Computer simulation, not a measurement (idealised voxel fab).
A process module follows: voxel gate over fins.
The width of the displayed cross-section, cut, is 245 nm; its cells are square, with a size of 5 nm.
Throughout this document, each cross-section is represented as a grid of square cells and is presented as a sequence of bands enumerated from the top downward, where a band comprises one or more rows of cells. The band entry comprises the height of the band's top followed by the height of its bottom, expressed in nm, and subsequently the band's materials from left to right, each stated together with its width in nm. Where a single material is marked with the word "edge to edge", that material fills the band from edge to edge. The word "air" represents empty space. Height reference: 0 = level under which incoming wafer is all one material. Lowest band: no bottom, runs on downward, e.g. "0 -> down". Width: "30..40" (first number = top row, second number = bottom row, same change from row to row of cells). Step marked "nothing got changed"? Then no cell in the cross-section changed in it. Closed empty spaces (no open way to the top) of 8 cells or more are what "Sealed void listing" lists, each as width x height at distance from the left edge, nm for all three. after a step's settings: what the simulator itself notes on the step. Among the settings permitted on a step's line is "overlay nm"; applied to a step with a mask, it specifies the extent to which the mask lay to the right of its planned position, whereas a negative figure signifies a position to the left.

-- The steps planned for the process are as follows
1,RECEIVE, material Si
2,CONFORMAL_DEP, material SiN, thk nm 10
3,PATTERN, tone cover, mask id FINS, material resist, width nm 15, pitch nm 35, thk nm 20, overlay nm 0
4,DIRECTIONAL_ETCH, etch materials SiN, depth nm 10
5,DIRECTIONAL_ETCH, etch materials Si, depth nm 40
6,STRIP, etch materials resist
7,FILL_DEP, material SiO2, thk nm 5
8,CMP, height nm 10
9,SELECTIVE_ETCH, etch materials SiO2, depth nm 20
10,STRIP, etch materials SiN
11,CONFORMAL_DEP, material HfO2, thk nm 5
12,CONFORMAL_DEP, material TiN, thk nm 5
13,FILL_DEP, material W, thk nm 10
14,CMP, height nm 15
15,CONFORMAL_DEP, material SiN, thk nm 10

-- First of two wafers: run as planned

-- Incoming wafer in cross-section (state: after step 1)
- 0 -> down = Si edge to edge
- Sealed void listing: none

-- So this is the wafer cross-section right after step 2
- 10 -> 0 = SiN edge to edge
- Below a height of 0, the structure has not been altered.

-- So this is the wafer cross-section right after step 3
- 30 -> 10 = air (95) / resist (15) / air (20) / resist (15) / air (100)
- Below a height of 10, the structure has not been altered.

-- So this is the wafer cross-section right after step 4
- 30 -> 10 = air (95) / resist (15) / air (20) / resist (15) / air (100)
- 10 -> 0 = air (95) / SiN (15) / air (20) / SiN (15) / air (100)
- Below a height of 0, the structure has not been altered.

-- So this is the wafer cross-section right after step 5
- 30 -> 10 = air (95) / resist (15) / air (20) / resist (15) / air (100)
- 10 -> 0 = air (95) / SiN (15) / air (20) / SiN (15) / air (100)
- 0 -> -40 = air (95) / Si (15) / air (20) / Si (15) / air (100)
- Below a height of -40, the structure has not been altered.

-- So this is the wafer cross-section right after step 6
- 10 -> 0 = air (95) / SiN (15) / air (20) / SiN (15) / air (100)
- Below a height of 0, the structure has not been altered.

-- So this is the wafer cross-section right after step 7
- 15 -> 10 = SiO2 edge to edge
- 10 -> 0 = SiO2 (95) / SiN (15) / SiO2 (20) / SiN (15) / SiO2 (100)
- 0 -> -40 = SiO2 (95) / Si (15) / SiO2 (20) / Si (15) / SiO2 (100)
- Below a height of -40, the structure has not been altered.

-- So this is the wafer cross-section right after step 8
- 10 -> 0 = SiO2 (95) / SiN (15) / SiO2 (20) / SiN (15) / SiO2 (100)
- Below a height of 0, the structure has not been altered.

-- So this is the wafer cross-section right after step 9
- 10 -> 0 = air (95) / SiN (15) / air (20) / SiN (15) / air (100)
- 0 -> -10 = air (95) / Si (15) / air (20) / Si (15) / air (100)
- Below a height of -10, the structure has not been altered.

-- So this is the wafer cross-section right after step 10
- 0 -> -10 = air (95) / Si (15) / air (20) / Si (15) / air (100)
- Below a height of -10, the structure has not been altered.

-- So this is the wafer cross-section right after step 11
- 5 -> 0 = air (90) / HfO2 (25) / air (10) / HfO2 (25) / air (95)
- 0 -> -5 = air (90) / HfO2 (5) / Si (15) / HfO2 (5) / air (10) / HfO2 (5) / Si (15) / HfO2 (5) / air (95)
- -5 -> -10 = HfO2 (95) / Si (15) / HfO2 (20) / Si (15) / HfO2 (100)
- Below a height of -10, the structure has not been altered.

-- So this is the wafer cross-section right after step 12
- 10 -> 5 = air (85) / TiN (70) / air (90)
- 5 -> 0 = air (85) / TiN (5) / HfO2 (25) / TiN (10) / HfO2 (25) / TiN (5) / air (90)
- 0 -> -5 = TiN (90) / HfO2 (5) / Si (15) / HfO2 (5) / TiN (10) / HfO2 (5) / Si (15) / HfO2 (5) / TiN (95)
- Below a height of -5, the structure has not been altered.

-- So this is the wafer cross-section right after step 13
- 20 -> 10 = W edge to edge
- 10 -> 5 = W (85) / TiN (70) / W (90)
- 5 -> 0 = W (85) / TiN (5) / HfO2 (25) / TiN (10) / HfO2 (25) / TiN (5) / W (90)
- Below a height of 0, the structure has not been altered.

-- So this is the wafer cross-section right after step 14
- 15 -> 10 = W edge to edge
- Below a height of 10, the structure has not been altered.

-- So this is the wafer cross-section right after step 15
- 25 -> 15 = SiN edge to edge
- Below a height of 15, the structure has not been altered.

-- second wafer: like start, like plan, one mistake. Through step 12 it matches the first wafer

-- The second wafer in cross-section, at the planned close of step 13
- 20 -> 10 = SiO2 edge to edge
- 10 -> 5 = SiO2 (85) / TiN (70) / SiO2 (90)
- 5 -> 0 = SiO2 (85) / TiN (5) / HfO2 (25) / TiN (10) / HfO2 (25) / TiN (5) / SiO2 (90)
- Below a height of 0, the structure has not been altered.

-- The second wafer in cross-section, at the planned close of step 14
- 15 -> 10 = SiO2 edge to edge
- Below a height of 10, the structure has not been altered.

-- The second wafer in cross-section, at the planned close of step 15
- 25 -> 15 = SiN edge to edge
- Below a height of 15, the structure has not been altered.
The mistake made against the process plan was this: step 13, actual vs plan mismatch, actual run FILL_DEP, material SiO2, thk nm 10
Materials where the second wafer ends with more or fewer cells than the first: 119 more of SiO2 | 119 fewer of W
